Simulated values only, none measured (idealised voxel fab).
Title: Process Module voxel self aligned vias
The cross-section on display is named cut; it measures 280 nm wide, and its cells are 5 nm squares.
A cross-section in this document is a grid of square cells, and it is written down as bands, the top band listed before the ones below it; a band is made up of one or more rows of cells.
For a band, the entry starts with two heights in nm, that of the top and then that of the bottom, and carries on with the band's materials in order from left to right, each alongside its width in nm; the word "full width" beside a single material means it fills the band edge to edge, and "air" means empty space.
We count height from 0. Below that, the starting wafer is all one material. The lowest band never ends at the bottom but goes on down; see "0 nm and below" for how that is written.
The two numbers in a width such as "30->40" mark its ends across the band: the first belongs to the top row of cells, the second to the bottom row, and from each row to the next the width moves by the same amount.
It should be understood that the words "identical to before", when stated for a given step, signify that the cross-section underwent no change in any of its cells during that step.
You'll see "Entrapped voids" listing empty spaces that have no way open to the top, as long as they're 8 cells or more; the notation is width x height at distance, where the distance is from the left edge, and all of it is in nm.
On each step's line, the part that comes after the settings is the simulator's own comment on the step.
overlay nm, on a step with a mask: how far to the right of its planned place the mask lay; to the left if negative

## Steps planned for the process
1) RECEIVE | material Si
2) CONFORMAL_DEP | material SiO2 | thk nm 10
3) CONFORMAL_DEP | material SiCN | thk nm 5
4) DIRECTIONAL_DEP | material SiO2 | thk nm 25
5) PATTERN | tone open | mask id LINES | material resist | width nm 20 | pitch nm 50 | thk nm 15 | overlay nm 0
6) DIRECTIONAL_ETCH | etch materials SiO2 | depth nm 25
7) STRIP | etch materials resist
8) CONFORMAL_DEP | material TiN | thk nm 5
9) FILL_DEP | material Ru | thk nm 10
10) CMP | height nm 40
11) SELECTIVE_ETCH | etch materials W Ru TiN | depth nm 5
12) FILL_DEP | material SiN | thk nm 10
13) CMP | height nm 40
14) DIRECTIONAL_DEP | material SiO2 | thk nm 20
15) MASKED_ETCH | tone open | mask id VIAS | width nm 30 | pitch nm 50 | etch materials SiO2 | depth nm 20 | overlay nm 0
16) MASKED_ETCH | tone open | mask id VIAS | width nm 30 | pitch nm 50 | etch materials SiN | depth nm 5 | overlay nm 0
17) CONFORMAL_DEP | material TiN | thk nm 5
18) FILL_DEP | material W | thk nm 10
19) CMP | height nm 60
20) CONFORMAL_DEP | material SiCN | thk nm 5

## First out of two wafers; run went to plan

## Wafer at receipt (post step 1), cross-section
* 0 nm and below  Si full width
* Entrapped voids: none

## Sectional view: wafer, after step 2
* 10 nm to 0 nm  SiO2 full width
* Anything lower than 0 is untouched.

## Sectional view: wafer, after step 3
* 15 nm to 10 nm  SiCN full width
* Anything lower than 10 is untouched.

## Sectional view: wafer, after step 4
* 40 nm to 15 nm  SiO2 full width
* Anything lower than 15 is untouched.

## Sectional view: wafer, after step 5
* 55 nm to 40 nm  80 nm resist  20 nm air  30 nm resist  20 nm air  30 nm resist  20 nm air  80 nm resist
* Anything lower than 40 is untouched.

## Sectional view: wafer, after step 6
* 55 nm to 40 nm  80 nm resist  20 nm air  30 nm resist  20 nm air  30 nm resist  20 nm air  80 nm resist
* 40 nm to 15 nm  80 nm SiO2  20 nm air  30 nm SiO2  20 nm air  30 nm SiO2  20 nm air  80 nm SiO2
* Anything lower than 15 is untouched.

## Sectional view: wafer, after step 7
* 40 nm to 15 nm  80 nm SiO2  20 nm air  30 nm SiO2  20 nm air  30 nm SiO2  20 nm air  80 nm SiO2
* Anything lower than 15 is untouched.

## Sectional view: wafer, after step 8
* 45 nm to 40 nm  85 nm TiN  10 nm air  40 nm TiN  10 nm air  40 nm TiN  10 nm air  85 nm TiN
* 40 nm to 20 nm  80 nm SiO2  5 nm TiN  10 nm air  5 nm TiN  30 nm SiO2  5 nm TiN  10 nm air  5 nm TiN  30 nm SiO2  5 nm TiN  10 nm air  5 nm TiN  80 nm SiO2
* 20 nm to 15 nm  80 nm SiO2  20 nm TiN  30 nm SiO2  20 nm TiN  30 nm SiO2  20 nm TiN  80 nm SiO2
* Anything lower than 15 is untouched.

## Sectional view: wafer, after step 9
* 55 nm to 45 nm  Ru full width
* 45 nm to 40 nm  85 nm TiN  10 nm Ru  40 nm TiN  10 nm Ru  40 nm TiN  10 nm Ru  85 nm TiN
* 40 nm to 20 nm  80 nm SiO2  5 nm TiN  10 nm Ru  5 nm TiN  30 nm SiO2  5 nm TiN  10 nm Ru  5 nm TiN  30 nm SiO2  5 nm TiN  10 nm Ru  5 nm TiN  80 nm SiO2
* Anything lower than 20 is untouched.

## Sectional view: wafer, after step 10
* 40 nm to 20 nm  80 nm SiO2  5 nm TiN  10 nm Ru  5 nm TiN  30 nm SiO2  5 nm TiN  10 nm Ru  5 nm TiN  30 nm SiO2  5 nm TiN  10 nm Ru  5 nm TiN  80 nm SiO2
* Anything lower than 20 is untouched.

## Sectional view: wafer, after step 11
* 40 nm to 35 nm  80 nm SiO2  20 nm air  30 nm SiO2  20 nm air  30 nm SiO2  20 nm air  80 nm SiO2
* Anything lower than 35 is untouched.

## Sectional view: wafer, after step 12
* 50 nm to 40 nm  SiN full width
* 40 nm to 35 nm  80 nm SiO2  20 nm SiN  30 nm SiO2  20 nm SiN  30 nm SiO2  20 nm SiN  80 nm SiO2
* Anything lower than 35 is untouched.

## Sectional view: wafer, after step 13
* 40 nm to 35 nm  80 nm SiO2  20 nm SiN  30 nm SiO2  20 nm SiN  30 nm SiO2  20 nm SiN  80 nm SiO2
* Anything lower than 35 is untouched.

## Sectional view: wafer, after step 14
* 60 nm to 40 nm  SiO2 full width
* Anything lower than 40 is untouched.

## Sectional view: wafer, after step 15
* 60 nm to 40 nm  75 nm SiO2  30 nm air  20 nm SiO2  30 nm air  20 nm SiO2  30 nm air  75 nm SiO2
* Anything lower than 40 is untouched.

## Sectional view: wafer, after step 16
* 60 nm to 40 nm  75 nm SiO2  30 nm air  20 nm SiO2  30 nm air  20 nm SiO2  30 nm air  75 nm SiO2
* 40 nm to 35 nm  80 nm SiO2  20 nm air  30 nm SiO2  20 nm air  30 nm SiO2  20 nm air  80 nm SiO2
* Anything lower than 35 is untouched.

## Sectional view: wafer, after step 17
* 65 nm to 60 nm  80 nm TiN  20 nm air  30 nm TiN  20 nm air  30 nm TiN  20 nm air  80 nm TiN
* 60 nm to 45 nm  75 nm SiO2  5 nm TiN  20 nm air  5 nm TiN  20 nm SiO2  5 nm TiN  20 nm air  5 nm TiN  20 nm SiO2  5 nm TiN  20 nm air  5 nm TiN  75 nm SiO2
* 45 nm to 40 nm  75 nm SiO2  10 nm TiN  10 nm air  10 nm TiN  20 nm SiO2  10 nm TiN  10 nm air  10 nm TiN  20 nm SiO2  10 nm TiN  10 nm air  10 nm TiN  75 nm SiO2
* 40 nm to 35 nm  80 nm SiO2  20 nm TiN  30 nm SiO2  20 nm TiN  30 nm SiO2  20 nm TiN  80 nm SiO2
* Anything lower than 35 is untouched.

## Sectional view: wafer, after step 18
* 75 nm to 65 nm  W full width
* 65 nm to 60 nm  80 nm TiN  20 nm W  30 nm TiN  20 nm W  30 nm TiN  20 nm W  80 nm TiN
* 60 nm to 45 nm  75 nm SiO2  5 nm TiN  20 nm W  5 nm TiN  20 nm SiO2  5 nm TiN  20 nm W  5 nm TiN  20 nm SiO2  5 nm TiN  20 nm W  5 nm TiN  75 nm SiO2
* 45 nm to 40 nm  75 nm SiO2  10 nm TiN  10 nm W  10 nm TiN  20 nm SiO2  10 nm TiN  10 nm W  10 nm TiN  20 nm SiO2  10 nm TiN  10 nm W  10 nm TiN  75 nm SiO2
* Anything lower than 40 is untouched.

## Sectional view: wafer, after step 19
* 60 nm to 45 nm  75 nm SiO2  5 nm TiN  20 nm W  5 nm TiN  20 nm SiO2  5 nm TiN  20 nm W  5 nm TiN  20 nm SiO2  5 nm TiN  20 nm W  5 nm TiN  75 nm SiO2
* Anything lower than 45 is untouched.

## Sectional view: wafer, after step 20
* 65 nm to 60 nm  SiCN full width
* Anything lower than 60 is untouched.

## Second wafer, same starting conditions and recipe as the first, one mistake in executing it, nothing differs from the first up to and including step 4

## Second wafer, section view, time point: scheduled end of step 5
* 55 nm to 40 nm  80 nm air  20 nm resist  30 nm air  20 nm resist  30 nm air  20 nm resist  80 nm air
* Anything lower than 40 is untouched.

## Second wafer, section view, time point: scheduled end of step 6
* 55 nm to 40 nm  80 nm air  20 nm resist  30 nm air  20 nm resist  30 nm air  20 nm resist  80 nm air
* 40 nm to 15 nm  80 nm air  20 nm SiO2  30 nm air  20 nm SiO2  30 nm air  20 nm SiO2  80 nm air
* Anything lower than 15 is untouched.

## Second wafer, section view, time point: scheduled end of step 7
* 40 nm to 15 nm  80 nm air  20 nm SiO2  30 nm air  20 nm SiO2  30 nm air  20 nm SiO2  80 nm air
* Anything lower than 15 is untouched.

## Second wafer, section view, time point: scheduled end of step 8
* 45 nm to 40 nm  75 nm air  30 nm TiN  20 nm air  30 nm TiN  20 nm air  30 nm TiN  75 nm air
* 40 nm to 20 nm  75 nm air  5 nm TiN  20 nm SiO2  5 nm TiN  20 nm air  5 nm TiN  20 nm SiO2  5 nm TiN  20 nm air  5 nm TiN  20 nm SiO2  5 nm TiN  75 nm air
* 20 nm to 15 nm  80 nm TiN  20 nm SiO2  30 nm TiN  20 nm SiO2  30 nm TiN  20 nm SiO2  80 nm TiN
* Anything lower than 15 is untouched.

## Second wafer, section view, time point: scheduled end of step 9
* 55 nm to 45 nm  Ru full width
* 45 nm to 40 nm  75 nm Ru  30 nm TiN  20 nm Ru  30 nm TiN  20 nm Ru  30 nm TiN  75 nm Ru
* 40 nm to 20 nm  75 nm Ru  5 nm TiN  20 nm SiO2  5 nm TiN  20 nm Ru  5 nm TiN  20 nm SiO2  5 nm TiN  20 nm Ru  5 nm TiN  20 nm SiO2  5 nm TiN  75 nm Ru
* Anything lower than 20 is untouched.

## Second wafer, section view, time point: scheduled end of step 10
* 40 nm to 20 nm  75 nm Ru  5 nm TiN  20 nm SiO2  5 nm TiN  20 nm Ru  5 nm TiN  20 nm SiO2  5 nm TiN  20 nm Ru  5 nm TiN  20 nm SiO2  5 nm TiN  75 nm Ru
* Anything lower than 20 is untouched.

## Second wafer, section view, time point: scheduled end of step 11
* 40 nm to 35 nm  80 nm air  20 nm SiO2  30 nm air  20 nm SiO2  30 nm air  20 nm SiO2  80 nm air
* Anything lower than 35 is untouched.

## Second wafer, section view, time point: scheduled end of step 12
* 50 nm to 40 nm  SiN full width
* 40 nm to 35 nm  80 nm SiN  20 nm SiO2  30 nm SiN  20 nm SiO2  30 nm SiN  20 nm SiO2  80 nm SiN
* Anything lower than 35 is untouched.

## Second wafer, section view, time point: scheduled end of step 13
* 40 nm to 35 nm  80 nm SiN  20 nm SiO2  30 nm SiN  20 nm SiO2  30 nm SiN  20 nm SiO2  80 nm SiN
* Anything lower than 35 is untouched.

## Second wafer, section view, time point: scheduled end of step 14
* 60 nm to 40 nm  SiO2 full width
* Anything lower than 40 is untouched.

## Second wafer, section view, time point: scheduled end of step 15
* 60 nm to 40 nm  75 nm SiO2  30 nm air  20 nm SiO2  30 nm air  20 nm SiO2  30 nm air  75 nm SiO2
* Anything lower than 40 is untouched.

## Second wafer, section view, time point: scheduled end of step 16
* 60 nm to 40 nm  75 nm SiO2  30 nm air  20 nm SiO2  30 nm air  20 nm SiO2  30 nm air  75 nm SiO2
* 40 nm to 35 nm  75 nm SiN  5 nm air  20 nm SiO2  5 nm air  20 nm SiN  5 nm air  20 nm SiO2  5 nm air  20 nm SiN  5 nm air  20 nm SiO2  5 nm air  75 nm SiN
* Anything lower than 35 is untouched.

## Second wafer, section view, time point: scheduled end of step 17
* 65 nm to 60 nm  80 nm TiN  20 nm air  30 nm TiN  20 nm air  30 nm TiN  20 nm air  80 nm TiN
* 60 nm to 45 nm  75 nm SiO2  5 nm TiN  20 nm air  5 nm TiN  20 nm SiO2  5 nm TiN  20 nm air  5 nm TiN  20 nm SiO2  5 nm TiN  20 nm air  5 nm TiN  75 nm SiO2
* 45 nm to 40 nm  75 nm SiO2  30 nm TiN  20 nm SiO2  30 nm TiN  20 nm SiO2  30 nm TiN  75 nm SiO2
* 40 nm to 35 nm  75 nm SiN  5 nm TiN  20 nm SiO2  5 nm TiN  20 nm SiN  5 nm TiN  20 nm SiO2  5 nm TiN  20 nm SiN  5 nm TiN  20 nm SiO2  5 nm TiN  75 nm SiN
* Anything lower than 35 is untouched.

## Second wafer, section view, time point: scheduled end of step 18
* 75 nm to 65 nm  W full width
* 65 nm to 60 nm  80 nm TiN  20 nm W  30 nm TiN  20 nm W  30 nm TiN  20 nm W  80 nm TiN
* 60 nm to 45 nm  75 nm SiO2  5 nm TiN  20 nm W  5 nm TiN  20 nm SiO2  5 nm TiN  20 nm W  5 nm TiN  20 nm SiO2  5 nm TiN  20 nm W  5 nm TiN  75 nm SiO2
* Anything lower than 45 is untouched.

## Second wafer, section view, time point: scheduled end of step 19
* 60 nm to 45 nm  75 nm SiO2  5 nm TiN  20 nm W  5 nm TiN  20 nm SiO2  5 nm TiN  20 nm W  5 nm TiN  20 nm SiO2  5 nm TiN  20 nm W  5 nm TiN  75 nm SiO2
* Anything lower than 45 is untouched.

## Second wafer, section view, time point: scheduled end of step 20
* 65 nm to 60 nm  SiCN full width
* Anything lower than 60 is untouched.
Deviation noted in wafer processing: rather than as planned, step 5 actually ran as PATTERN | tone cover | mask id LINES | material resist | width nm 20 | pitch nm 50 | thk nm 15 | overlay nm 0
Once processing is complete, comparing cell counts shows that the second wafer has more or fewer of certain materials than the first: Ru: 96 more | SiN: 38 more | SiO2: 160 fewer | TiN: 32 more | W: 6 fewer
